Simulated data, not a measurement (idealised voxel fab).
This section sets out a process module, namely voxel ribs on slabs.
Pictured: cross-section cut, 280 nm wide, on a grid of 5 nm square cells.
In what follows, cross-sections appear as grids of square cells, described through bands that run from the top down, where every band is one or more rows of cells. Per band: top height and bottom height in nm, followed by the left-to-right materials and their widths in nm; "throughout" marks a single material spanning edge to edge, "empty" marks empty space. Zero point of the height axis is 0; under it, received wafer = one material. Lowest band: continues down indefinitely, "0 -> down". Quick explanation for "30..40": the width changes in equal steps down the rows of cells, from the first number in the band's top row to the second number in its bottom row. Key: "everything unchanged" - step with no changed cell in the cross-section. Closed empty spaces (no open way to the top) of 8 cells or more are what "Fully enclosed voids" lists, each as width x height at distance from the left edge, nm for all three. Where a step's line continues beyond its settings, the continuation is a remark by the simulator itself on that step. "overlay nm" on a masked step: distance the mask lay right of its planned place, negative for left.

[Set out below are the planned steps of the process]
1 RECEIVE, material Si
2 DIRECTIONAL_DEP, material SiO2, thk nm 25
3 DIRECTIONAL_DEP, material polySi, thk nm 15
4 DIRECTIONAL_DEP, material aC, thk nm 10
5 PATTERN, tone cover, mask id RIB, material resist, width nm 15, thk nm 30, overlay nm 0
6 DIRECTIONAL_ETCH, etch materials aC, depth nm 10
7 STRIP, etch materials resist
8 DIRECTIONAL_ETCH, etch materials polySi, depth nm 10
9 STRIP, etch materials aC
10 MASKED_ETCH, tone cover, mask id SLAB, width nm 45, etch materials polySi, depth nm 5, overlay nm 0
11 FILL_DEP, material SiO2, thk nm 15
12 CMP, height nm 50
13 DIRECTIONAL_DEP, material TiN, thk nm 5
14 MASKED_ETCH, tone cover, mask id HEATER, width nm 25, etch materials TiN, depth nm 5, overlay nm 0
15 CONFORMAL_DEP, material SiO2, thk nm 10

[Cross-section of the incoming wafer, state after step 1]
0 -> down = Si throughout
Fully enclosed voids: none

[The following cross-section depicts the wafer upon conclusion of the module. Processing commenced from the starting condition illustrated above and adhered to the plan illustrated above, save for one mistake in execution]
65 -> 60 = empty=115 | SiO2=45 | empty=120
60 -> 55 = SiO2 throughout
55 -> 50 = SiO2=125 | TiN=25 | SiO2=130
50 -> 35 = SiO2 throughout
35 -> 25 = SiO2=130 | polySi=15 | SiO2=135
25 -> 20 = SiO2=115 | polySi=45 | SiO2=120
20 -> 0 = SiO2 throughout
0 -> down = Si throughout
Fully enclosed voids: none
Processing error: step 2 ran as: DIRECTIONAL_DEP, material SiO2, thk nm 20
